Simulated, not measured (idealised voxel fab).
A process module follows: voxel self aligned vias.
The cross-section on display is named cut; it measures 205 nm wide, and its cells are 5 nm squares.
For the purposes of this document, a cross-section shall be understood as a grid of square cells, specified as bands listed in top-to-bottom order, each band consisting of one or more rows of cells.
Per band: top height and bottom height in nm, followed by the left-to-right materials and their widths in nm; "throughout" marks a single material spanning edge to edge, "empty" marks empty space.
Below 0: as-received wafer, all one material; heights counted from there. Lowest band: no bottom, goes on down, written "z 0 and below".
It should be noted that a width expressed as "30 to 40" varies in equal increments from row to row of cells within the band, taking the value of the first number at the top row and that of the second number at the bottom row.
Given "nothing was modified" for a step, no cell of the cross-section differs between before and after that step.
Look at "Sealed internal cavities" for the closed voids: empty spaces with no open path to the top, sized 8 cells or up. Each is width x height at distance, distance from the left edge, all nm.
Formally, on a step line, whatever follows the settings is a remark that the simulator itself makes on the step.
"overlay nm" answers the question of how far to the right of plan the mask lay on a step that has a mask, and when it is negative the answer is to the left.

### Here's what the planned process steps look like
step 1: op RECEIVE | material Si
step 2: op CONFORMAL_DEP | material SiO2 | thk nm 15
step 3: op CONFORMAL_DEP | material SiCN | thk nm 5
step 4: op DIRECTIONAL_DEP | material SiO2 | thk nm 20
step 5: op PATTERN | tone open | mask id LINES | material resist | width nm 25 | pitch nm 60 | thk nm 20 | overlay nm 0
step 6: op DIRECTIONAL_ETCH | etch materials SiO2 | depth nm 20
step 7: op STRIP | etch materials resist
step 8: op CONFORMAL_DEP | material TiN | thk nm 5
step 9: op FILL_DEP | material Ru | thk nm 5
step 10: op CMP | height nm 40
step 11: op SELECTIVE_ETCH | etch materials W Ru TiN | depth nm 5
step 12: op FILL_DEP | material SiN | thk nm 5
step 13: op CMP | height nm 40
step 14: op DIRECTIONAL_DEP | material SiO2 | thk nm 15
step 15: op MASKED_ETCH | tone open | mask id VIAS | width nm 45 | pitch nm 60 | etch materials SiO2 | depth nm 15 | overlay nm 0
step 16: op MASKED_ETCH | tone open | mask id VIAS | width nm 45 | pitch nm 60 | etch materials SiN | depth nm 5 | overlay nm 0
step 17: op CONFORMAL_DEP | material TiN | thk nm 5
step 18: op FILL_DEP | material W | thk nm 5
step 19: op CMP | height nm 55
step 20: op CONFORMAL_DEP | material SiN | thk nm 5

### Incoming wafer in cross-section (state: after step 1)
    z 0 and below | Si throughout
    Sealed internal cavities: none

### Result of the module, cross-sectioned: start per above, plan per above, one error in how it was run
    z 60 to 55 | SiN throughout
    z 55 to 45 | 20 of SiO2, then 5 of TiN, then 35 of W, then 5 of TiN, then 15 of SiO2, then 5 of TiN, then 35 of W, then 5 of TiN, then 15 of SiO2, then 5 of TiN, then 35 of W, then 5 of TiN, then 20 of SiO2
    z 45 to 40 | 20 of SiO2, then 20 of TiN, then 10 of W, then 15 of TiN, then 15 of SiO2, then 20 of TiN, then 10 of W, then 15 of TiN, then 15 of SiO2, then 20 of TiN, then 10 of W, then 15 of TiN, then 20 of SiO2
    z 40 to 35 | 35 of SiO2, then 20 of TiN, then 40 of SiO2, then 20 of TiN, then 40 of SiO2, then 20 of TiN, then 30 of SiO2
    z 35 to 25 | 35 of SiO2, then 5 of TiN, then 10 of Ru, then 5 of TiN, then 40 of SiO2, then 5 of TiN, then 10 of Ru, then 5 of TiN, then 40 of SiO2, then 5 of TiN, then 10 of Ru, then 5 of TiN, then 30 of SiO2
    z 25 to 20 | 35 of SiO2, then 20 of TiN, then 40 of SiO2, then 20 of TiN, then 40 of SiO2, then 20 of TiN, then 30 of SiO2
    z 20 to 15 | SiCN throughout
    z 15 to 0 | SiO2 throughout
    z 0 and below | Si throughout
    Sealed internal cavities: none
Here's what went sideways: step 5 ran as: op PATTERN | tone open | mask id LINES | material resist | width nm 20 | pitch nm 60 | thk nm 20 | overlay nm 0
